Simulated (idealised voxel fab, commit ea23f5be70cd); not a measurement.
Name of the process module below: voxel plated lines
FYI the section here is cut, 265 nm wide, cells are 5 nm squares.
We lay out every cross-section as a grid of square cells and spell it out in bands from the top down, where one band means one or more rows of cells.
Read a band's entry like this: the first values are the height of its top and the height of its bottom in nm, and what follows is the sequence of materials from left to right, each with its width in nm. Note that "blank" is empty space, and that a single material marked "throughout" reaches across the band from edge to edge.
Heights are measured from 0, the level below which the as-received wafer is all one material; the lowest band has no bottom and continues downward, written as in "0 down".
Read "30..40" as a graded width: first number on top, second number at the bottom, same change between each pair of neighbouring rows.
"no modifications" (step): cross-section cells unchanged, all of them.
Any empty space of 8 cells or more lacking an open way to the top shows up in "Closed cavity list" as width x height at distance, distance from the left edge, in nm.
Post-settings text on a step line: simulator's own remark regarding the step.
"overlay nm" on a masked step: distance the mask lay right of its planned place, negative for left.

Set out below are the planned steps of the process
1: RECEIVE,material Si
2: CONFORMAL_DEP,material SiO2,thk nm 5
3: DIRECTIONAL_DEP,material TiN,thk nm 5
4: PATTERN,tone open,mask id LINES,material resist,width nm 25,pitch nm 55,thk nm 20,overlay nm 0
5: EPI,material Ru,thk nm 10
6: STRIP,etch materials resist
7: DIRECTIONAL_ETCH,etch materials TiN,depth nm 5
8: CONFORMAL_DEP,material SiCN,thk nm 5

Delivered wafer in cross-section: state after step 1
    0 down  Si throughout
    Closed cavity list: none

Sectioned view, first of two wafers, at the close of the module, processed as intended in the plan
    25 to 20  blank 60 nm / SiCN 35 nm / blank 20 nm / SiCN 35 nm / blank 20 nm / SiCN 35 nm / blank 60 nm
    20 to 10  blank 60 nm / SiCN 5 nm / Ru 25 nm / SiCN 5 nm / blank 20 nm / SiCN 5 nm / Ru 25 nm / SiCN 5 nm / blank 20 nm / SiCN 5 nm / Ru 25 nm / SiCN 5 nm / blank 60 nm
    10 to 5  SiCN 65 nm / TiN 25 nm / SiCN 30 nm / TiN 25 nm / SiCN 30 nm / TiN 25 nm / SiCN 65 nm
    5 to 0  SiO2 throughout
    0 down  Si throughout
    Closed cavity list: none

Cross-section of the latter of the two wafers at module completion. It had an identical start and an identical plan to the former; in running it, one mistake was made
    35 to 30  blank 60 nm / SiCN 35 nm / blank 20 nm / SiCN 35 nm / blank 20 nm / SiCN 35 nm / blank 60 nm
    30 to 20  blank 60 nm / SiCN 5 nm / Ru 25 nm / SiCN 5 nm / blank 20 nm / SiCN 5 nm / Ru 25 nm / SiCN 5 nm / blank 20 nm / SiCN 5 nm / Ru 25 nm / SiCN 5 nm / blank 60 nm
    20 to 15  SiCN 65 nm / TiN 25 nm / SiCN 30 nm / TiN 25 nm / SiCN 30 nm / TiN 25 nm / SiCN 65 nm
    15 to 0  SiO2 throughout
    0 down  Si throughout
    Closed cavity list: none
Nonconformance to the process plan: contrary to plan, step 2 was performed as CONFORMAL_DEP,material SiO2,thk nm 15
Count the cells at the end and the second wafer has more or fewer of some materials than the first: SiO2: 106 more
